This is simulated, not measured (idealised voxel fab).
The process module presented herein is designated voxel air gaps.
FYI the section here is cut, 205 nm wide, cells are 5 nm squares.
Cross-section spec: square-cell grid; bands listed top down; each band is one or more rows.
For a band, the entry starts with two heights in nm, that of the top and then that of the bottom, and carries on with the band's materials in order from left to right, each alongside its width in nm; the word "full width" beside a single material means it fills the band edge to edge, and "empty" means empty space.
Height 0 is the level under which the wafer as received is all one material. The lowest band goes on downwards, as in "0 down".
Top row gets the first number, bottom row gets the second, and each row in between changes by the same step: that is how a band width like "30 to 40" works.
"nothing altered", as given for a step, is the statement that not any cell of the cross-section underwent a change during that step.
Enclosed voids (no open way to top), threshold 8 cells or more, entry "Internal closed voids", notation width x height at distance, distance from left edge, nm.
On a step's line, text after the settings is the simulator commenting on that step.
Steps that use a mask can have "overlay nm" on their line. It says how far the mask sat to the right of where it was meant to be. Negative means to the left.
[Process steps foreseen in the plan]
1,RECEIVE [material Si]
2,CONFORMAL_DEP [material SiO2] [thk nm 15]
3,CONFORMAL_DEP [material SiN] [thk nm 5]
4,DIRECTIONAL_DEP [material lowk] [thk nm 40]
5,DIRECTIONAL_DEP [material aC] [thk nm 15]
6,PATTERN [tone open] [mask id LINES] [material resist] [width nm 25] [pitch nm 50] [thk nm 30] [overlay nm 0]
7,DIRECTIONAL_ETCH [etch materials aC] [depth nm 15]
8,STRIP [etch materials resist]
9,DIRECTIONAL_ETCH [etch materials lowk] [depth nm 40]
10,STRIP [etch materials aC]
11,CONFORMAL_DEP [material TiN] [thk nm 5]
12,FILL_DEP [material W] [thk nm 10]
13,CMP [height nm 60]
14,EPI [material Ru] [thk nm 10]
15,SELECTIVE_ETCH [etch materials lowk] [depth nm 50]
16,CONFORMAL_DEP [material SiCN] [thk nm 5]
[Cross-section of the wafer upon arrival, representing the state reached after step 1]
0 down | Si full width
Internal closed voids: none
[Wafer at module end, in section. Began as above, planned as above, run with one mistake]
75 to 70 | empty: 20; SiCN: 165; empty: 20
70 to 60 | empty: 20; SiCN: 5; Ru: 155; SiCN: 5; empty: 20
60 to 55 | empty: 20; SiCN: 15; TiN: 5; W: 25; TiN: 5; lowk: 15; TiN: 5; W: 25; TiN: 5; lowk: 15; TiN: 5; W: 25; TiN: 5; SiCN: 15; empty: 20
55 to 25 | empty: 30; SiCN: 5; TiN: 5; W: 25; TiN: 5; lowk: 15; TiN: 5; W: 25; TiN: 5; lowk: 15; TiN: 5; W: 25; TiN: 5; SiCN: 5; empty: 30
25 to 20 | SiCN: 35; TiN: 35; lowk: 15; TiN: 35; lowk: 15; TiN: 35; SiCN: 35
20 to 15 | SiN full width
15 to 0 | SiO2 full width
0 down | Si full width
Internal closed voids: none
Run error: step 6 ran with different settings than intended, the actual operation and settings being PATTERN [tone open] [mask id LINES] [material resist] [width nm 35] [pitch nm 50] [thk nm 30] [overlay nm 0]
